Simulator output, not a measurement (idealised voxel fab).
Process module under the name voxel self aligned vias
Each square cell in cross-section cut measures 5 nm, and the section as a whole is 185 nm wide.
Cross-sections here: square-cell grids, written as top-down lists of bands, a band being one or more rows of cells. Basically the band line says how high the top is and how high the bottom is, in nm, and then what's in it from left to right, every material with its width in nm. Empty space shows up as "blank", and if a single material carries "full width" it runs the full band edge to edge. Note: height 0 marks the level under which the wafer is uniformly one material as received. Lowest band unbounded below, written "0..down". Note: "30 to 40" means the width goes from the first number (top row of the band) to the second number (bottom row) in equal steps per row of cells. Where a step carries "nothing different", the cross-section came out of it unchanged, cell for cell. Basically, "Closed internal voids" tells you about the enclosed voids: empty spaces with no open way to the top, 8 cells or bigger, each written width x height at distance, where distance is from the left edge, all in nm. Whatever follows a step's settings on its line is a remark the simulator itself makes about that step. When a step includes a mask, the "overlay nm" setting on its line states how far to the right of its planned place that mask lay, and negative values state how far to the left.

Process steps foreseen in the plan:
| 1 | RECEIVE,material Si |
| 2 | CONFORMAL_DEP,material SiO2,thk nm 10 |
| 3 | CONFORMAL_DEP,material SiCN,thk nm 5 |
| 4 | DIRECTIONAL_DEP,material SiO2,thk nm 25 |
| 5 | MASKED_ETCH,tone open,mask id LINES,width nm 25,pitch nm 70,etch materials SiO2,depth nm 25,overlay nm 0 |
| 6 | CONFORMAL_DEP,material TiN,thk nm 5 |
| 7 | FILL_DEP,material Ru,thk nm 10 |
| 8 | CMP,height nm 40 |
| 9 | SELECTIVE_ETCH,etch materials W Ru TiN,depth nm 5 |
| 10 | FILL_DEP,material SiN,thk nm 10 |
| 11 | CMP,height nm 40 |
| 12 | DIRECTIONAL_DEP,material SiO2,thk nm 20 |
| 13 | DIRECTIONAL_DEP,material aC,thk nm 10 |
| 14 | PATTERN,tone open,mask id VIAS,material resist,width nm 45,thk nm 30,overlay nm 0 |
| 15 | DIRECTIONAL_ETCH,etch materials aC,depth nm 10 |
| 16 | STRIP,etch materials resist |
| 17 | DIRECTIONAL_ETCH,etch materials SiO2,depth nm 20 |
| 18 | DIRECTIONAL_ETCH,etch materials SiN,depth nm 5 |
| 19 | STRIP,etch materials aC |
| 20 | CONFORMAL_DEP,material TiN,thk nm 5 |
| 21 | FILL_DEP,material Ru,thk nm 10 |
| 22 | CMP,height nm 60 |
| 23 | CONFORMAL_DEP,material SiCN,thk nm 5 |

As received (post step 1): cross-section:
  0..down | Si full width
  Closed internal voids: none

Cross-section at module end, one run error; start and plan unchanged from above:
  65..60 | SiCN full width
  60..45 | SiO2 (35), then TiN (5), then Ru (35), then TiN (5), then SiO2 (105)
  45..40 | SiO2 (35), then TiN (15), then Ru (15), then TiN (15), then SiO2 (105)
  40..35 | SiO2 (45), then TiN (25), then SiO2 (45), then SiN (25), then SiO2 (45)
  35..20 | SiO2 (45), then TiN (5), then Ru (15), then TiN (5), then SiO2 (45), then TiN (5), then Ru (15), then TiN (5), then SiO2 (45)
  20..15 | SiO2 (45), then TiN (25), then SiO2 (45), then TiN (25), then SiO2 (45)
  15..5 | SiO2 full width
  5..0 | SiCN full width
  0..down | Si full width
  Closed internal voids: none
Run error: plan steps 2 and 3 run swapped
